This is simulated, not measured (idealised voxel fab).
The name of this process module is voxel quadruple lines.
Square cells of 5 nm make up the cross-section cut, whose width is 230 nm.
Cross-section = grid of square cells, listed top down in bands; band = one or more rows. Each band's line starts with the height of the band's top and of its bottom, in nm. Then come its materials from left to right, each with its width in nm. One material with "throughout" fills the band from edge to edge. "air" is empty space. The level at which height equals 0 is the one under which the wafer, as it arrives, is entirely one material. No lower edge exists for the bottom band, which continues downward and is notated as in "0..down". With a width like "30..40", each row of cells in the band differs from the next by the same amount, the top row carrying the first number and the bottom row the second. The designation "all unchanged", where it is given for a processing step, indicates that no cell of the cross-section was altered in the course of that step. In "Enclosed cavity list" the enclosed voids are listed, meaning empty spaces of 8 cells or larger without any opening to the top. The form is width x height at distance, distance from the left edge, units nm. Whatever follows a step's settings on its line is a remark the simulator itself makes about that step. Regarding "overlay nm": on a step with a mask, it is the distance the mask lay to the right of its planned place; a negative value places it to the left.

## Planned process steps
- 1: RECEIVE: material Si
- 2: CONFORMAL_DEP: material Al2O3, thk nm 10
- 3: DIRECTIONAL_DEP: material W, thk nm 15
- 4: DIRECTIONAL_DEP: material polySi, thk nm 20
- 5: DIRECTIONAL_DEP: material aC, thk nm 20
- 6: PATTERN: tone cover, mask id MANDREL, material resist, width nm 25, pitch nm 100, thk nm 30, overlay nm 0
- 7: DIRECTIONAL_ETCH: etch materials aC, depth nm 20
- 8: STRIP: etch materials resist
- 9: CONFORMAL_DEP: material SiO2, thk nm 15
- 10: DIRECTIONAL_ETCH: etch materials SiO2, depth nm 15
- 11: STRIP: etch materials aC
- 12: DIRECTIONAL_ETCH: etch materials polySi, depth nm 20
- 13: STRIP: etch materials SiO2
- 14: CONFORMAL_DEP: material SiCN, thk nm 10
- 15: DIRECTIONAL_ETCH: etch materials SiCN, depth nm 10
- 16: STRIP: etch materials polySi
- 17: DIRECTIONAL_ETCH: etch materials W, depth nm 15
- 18: STRIP: etch materials SiCN
- 19: FILL_DEP: material lowk, thk nm 5
- 20: CMP: height nm 25
Every wafer here starts from the same state; it is the step 6 width nm that distinguishes them, and the value the plan gives belongs to the first wafer.

## Step 1 complete: as-received cross-section of the first of several wafers
0..down = Si throughout
Enclosed cavity list: none

## Here is the cross-section of the first of several wafers at the end of the module, after its last step, step 20
25..10 = 25 lowk / 10 W / 15 lowk / 10 W / 5 lowk / 10 W / 15 lowk / 10 W / 25 lowk / 10 W / 15 lowk / 10 W / 5 lowk / 10 W / 15 lowk / 10 W / 30 lowk
10..0 = Al2O3 throughout
0..down = Si throughout
Enclosed cavity list: none

## Showing the last wafer in cross-section at the end of the module
25..10 = 15 lowk / 10 W / 15 lowk / 10 W / 30 lowk / 10 W / 15 lowk / 20 W / 15 lowk / 10 W / 30 lowk / 10 W / 15 lowk / 10 W / 15 lowk
10..0 = Al2O3 throughout
0..down = Si throughout
Enclosed cavity list: none

## Quick key for the table: a row per wafer, taken at the end of the module. For each material it tells you how many cells the wafer gained (+) or lost (-) since it came in, and the closed voids come after
width nm 25; +92 Al2O3; +48 W; +90 lowk; Enclosed cavity list: none
width nm 30; +92 Al2O3; +48 W; +90 lowk; Enclosed cavity list: none
width nm 35; +92 Al2O3; +48 W; +90 lowk; Enclosed cavity list: none
width nm 40; +92 Al2O3; +48 W; +90 lowk; Enclosed cavity list: none
width nm 45; +92 Al2O3; +48 W; +90 lowk; Enclosed cavity list: none
width nm 50; +92 Al2O3; +48 W; +90 lowk; Enclosed cavity list: none
